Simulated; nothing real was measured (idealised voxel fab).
Process module under the name voxel transistor to metal
FYI the section here is cut, 270 nm wide, cells are 5 nm squares.
Each cross-section below is a grid of square cells, stated as bands in top-down order, with one or more rows of cells making up each band. Per band: top height and bottom height in nm, followed by the left-to-right materials and their widths in nm; "all across" marks a single material spanning edge to edge, "empty" marks empty space. A quick word on heights: they are counted from 0, and under that level the wafer as it came to us is one material throughout. The lowest band is different from the rest in having no bottom; it simply continues downward, written as in "0 down". It should be noted that a width expressed as "30->40" varies in equal increments from row to row of cells within the band, taking the value of the first number at the top row and that of the second number at the bottom row. Any step labelled "identical to before" changed none of the cells in the cross-section. Listed in "Unvented voids": every empty space of 8 or more cells without an open way to the top. Form: width x height at distance, the distance being from the left edge, all in nm. It should be noted that, on the line of a given step, the content following the step's settings is a remark produced by the simulator itself with respect to that step. overlay nm, on a step with a mask: how far to the right of its planned place the mask lay; to the left if negative.
### List of planned process steps
1: RECEIVE, material Si
2: CONFORMAL_DEP, material SiO2, thk nm 5
3: CONFORMAL_DEP, material SiN, thk nm 15
4: DIRECTIONAL_DEP, material aC, thk nm 15
5: PATTERN, tone cover, mask id ACTIVE, material resist, width nm 105, pitch nm 135, thk nm 30, overlay nm 0
6: DIRECTIONAL_ETCH, etch materials aC, depth nm 15
7: STRIP, etch materials resist
8: DIRECTIONAL_ETCH, etch materials SiN, depth nm 15
9: DIRECTIONAL_ETCH, etch materials SiO2, depth nm 5
10: DIRECTIONAL_ETCH, etch materials Si, depth nm 25
11: STRIP, etch materials aC
12: OXIDIZE, depth nm 5
13: FILL_DEP, material SiO2, thk nm 5
14: CMP, height nm 20
15: SELECTIVE_ETCH, etch materials SiO2, depth nm 5
16: STRIP, etch materials SiN
17: SELECTIVE_ETCH, etch materials SiO2, depth nm 5
18: OXIDIZE, depth nm 5
19: DIRECTIONAL_DEP, material polySi, thk nm 20
20: DIRECTIONAL_DEP, material SiCN, thk nm 10
21: MASKED_ETCH, tone cover, mask id GATE, width nm 25, pitch nm 135, etch materials SiCN, depth nm 20, overlay nm 0
22: MASKED_ETCH, tone cover, mask id GATE, width nm 25, pitch nm 135, etch materials polySi, depth nm 30, overlay nm 0
23: CONFORMAL_DEP, material SiN, thk nm 5
24: DIRECTIONAL_ETCH, etch materials SiN, depth nm 5
25: DIRECTIONAL_ETCH, etch materials SiO2, depth nm 5
26: DIRECTIONAL_ETCH, etch materials Si, depth nm 10
27: EPI, material pSi, thk nm 15
28: FILL_DEP, material SiO2, thk nm 10
29: CMP, height nm 30
30: DIRECTIONAL_DEP, material SiO2, thk nm 10
31: PATTERN, tone open, mask id CONTACT, material resist, width nm 25, thk nm 20, overlay nm 0
32: DIRECTIONAL_ETCH, etch materials SiO2, depth nm 40
33: STRIP, etch materials resist
34: CONFORMAL_DEP, material TiN, thk nm 5
35: FILL_DEP, material Ru, thk nm 5
36: CMP, height nm 40
37: CONFORMAL_DEP, material SiN, thk nm 5
38: DIRECTIONAL_DEP, material lowk, thk nm 25
39: PATTERN, tone open, mask id METAL_1, material resist, width nm 15, thk nm 20, overlay nm 0
40: DIRECTIONAL_ETCH, etch materials lowk, depth nm 25
41: DIRECTIONAL_ETCH, etch materials SiN, depth nm 5
42: STRIP, etch materials resist
43: CONFORMAL_DEP, material TiN, thk nm 5
44: FILL_DEP, material Ru, thk nm 5
45: CMP, height nm 70
46: CONFORMAL_DEP, material SiCN, thk nm 5
### Shown in cross-section is the wafer as received, that is, as it stands after step 1
- 0 down: Si all across
- Unvented voids: none
### Post-module cross-section: identical start and plan to those above, one misstep in execution
- 75 to 70: SiCN all across
- 70 to 45: lowk (25) / TiN (5) / Ru (5) / TiN (5) / lowk (55) / TiN (5) / Ru (5) / TiN (5) / lowk (50) / TiN (5) / Ru (5) / TiN (5) / lowk (55) / TiN (5) / Ru (5) / TiN (5) / lowk (25)
- 45 to 40: SiN (25) / TiN (15) / SiN (55) / TiN (15) / SiN (50) / TiN (15) / SiN (55) / TiN (15) / SiN (25)
- 40 to 30: SiO2 (25) / TiN (5) / Ru (15) / TiN (5) / SiO2 (35) / TiN (5->10) / Ru (15->10) / TiN (5) / SiO2 (50) / TiN (5) / Ru (15) / TiN (5) / SiO2 (35) / TiN (5->10) / Ru (15->10) / TiN (5) / SiO2 (25)
- 30 to 20: SiO2 (25) / TiN (5) / Ru (15) / TiN (5) / SiN (5) / SiCN (30) / SiN (5) / TiN (5) / Ru (10) / TiN (5) / SiO2 (50) / TiN (5) / Ru (15) / TiN (5) / SiN (5) / SiCN (30) / SiN (5) / TiN (5) / Ru (10) / TiN (5) / SiO2 (25)
- 20 to 15: SiO2 (25) / TiN (5) / Ru (15) / TiN (5) / SiN (5) / polySi (30) / SiN (5) / TiN (5) / Ru (10) / TiN (5) / SiO2 (50) / TiN (5) / Ru (15) / TiN (5) / SiN (5) / polySi (30) / SiN (5) / TiN (5) / Ru (10) / TiN (5) / SiO2 (25)
- 15 to 10: SiO2 (25) / TiN (25) / SiN (5) / polySi (30) / SiN (5) / TiN (20) / SiO2 (50) / TiN (25) / SiN (5) / polySi (30) / SiN (5) / TiN (20) / SiO2 (25)
- 10 to 0: SiO2 (10) / SiN (5) / SiO2 (10) / TiN (10) / pSi (15) / SiN (5) / polySi (30) / SiN (5) / pSi (15) / TiN (5) / SiO2 (10) / SiN (5) / SiO2 (20) / SiN (5) / SiO2 (10) / TiN (10) / pSi (15) / SiN (5) / polySi (30) / SiN (5) / pSi (15) / TiN (5) / SiO2 (10) / SiN (5) / SiO2 (10)
- 0 to -5: SiO2 (15) / pSi (35) / SiO2 (40) / pSi (30) / SiO2 (30) / pSi (35) / SiO2 (40) / pSi (30) / SiO2 (15)
- -5 to -15: SiO2 (20) / pSi (30) / Si (40) / pSi (25) / SiO2 (40) / pSi (30) / Si (40) / pSi (25) / SiO2 (20)
- -15 to -30: SiO2 (20) / Si (95) / SiO2 (40) / Si (95) / SiO2 (20)
- -30 down: Si all across
- Unvented voids: none
The plan and the run diverged here: step 21 changed vs plan, executed as MASKED_ETCH, tone cover, mask id GATE, width nm 30, pitch nm 135, etch materials SiCN, depth nm 20, overlay nm 0
